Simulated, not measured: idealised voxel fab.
Name of the process module below: voxel spacer lines
Xsec cut, 220 nm wide, square cell size 5 nm.
Each cross-section below is a grid of square cells, stated as bands in top-down order, with one or more rows of cells making up each band. Basically the band line says how high the top is and how high the bottom is, in nm, and then what's in it from left to right, every material with its width in nm. Empty space shows up as "blank", and if a single material carries "edge to edge" it runs the full band edge to edge. Heights are measured from 0, the level below which the as-received wafer is all one material; the lowest band has no bottom and continues downward, written as in "0 -> down". Per-row width for "30..40": begins at first number (top row of band), ends at second number (bottom row), increment between rows held constant. Any step labelled "all unchanged" changed none of the cells in the cross-section. Look at "Closed void catalog" for the closed voids: empty spaces with no open path to the top, sized 8 cells or up. Each is width x height at distance, distance from the left edge, all nm. Past the settings on a step's line: simulator remark, on that step. What "overlay nm" on a step's line means: if the step has a mask, that mask lay this far to the right of its planned place, or, when the value is negative, to the left.
## Listed below are the process steps as planned
1: RECEIVE (material Si)
2: CONFORMAL_DEP (material Al2O3; thk nm 5)
3: DIRECTIONAL_DEP (material polySi; thk nm 10)
4: DIRECTIONAL_DEP (material aC; thk nm 25)
5: PATTERN (tone cover; mask id MANDREL; material resist; width nm 15; pitch nm 80; thk nm 35; overlay nm 0)
6: DIRECTIONAL_ETCH (etch materials aC; depth nm 25)
7: STRIP (etch materials resist)
8: CONFORMAL_DEP (material SiN; thk nm 15)
9: DIRECTIONAL_ETCH (etch materials SiN; depth nm 15)
10: STRIP (etch materials aC)
11: DIRECTIONAL_ETCH (etch materials polySi; depth nm 10)
12: STRIP (etch materials SiN)
For clarity, it should be stated that the wafers under discussion commence in an identical condition and differ with respect to the width nm of step 5, the plan indicating the value that the first wafer had.
## Cut through the first of several wafers as received, post step 1
* 0 -> down = Si edge to edge
* Closed void catalog: none
## Take any row and you have a wafer at the end of the module: how many cells of each material it has gained (+) or lost (-) since it was received, and then its closed voids
width nm 15 | +44 Al2O3 | +36 polySi | Closed void catalog: none
width nm 20 | +44 Al2O3 | +36 polySi | Closed void catalog: none
width nm 25 | +44 Al2O3 | +36 polySi | Closed void catalog: none
width nm 30 | +44 Al2O3 | +36 polySi | Closed void catalog: none
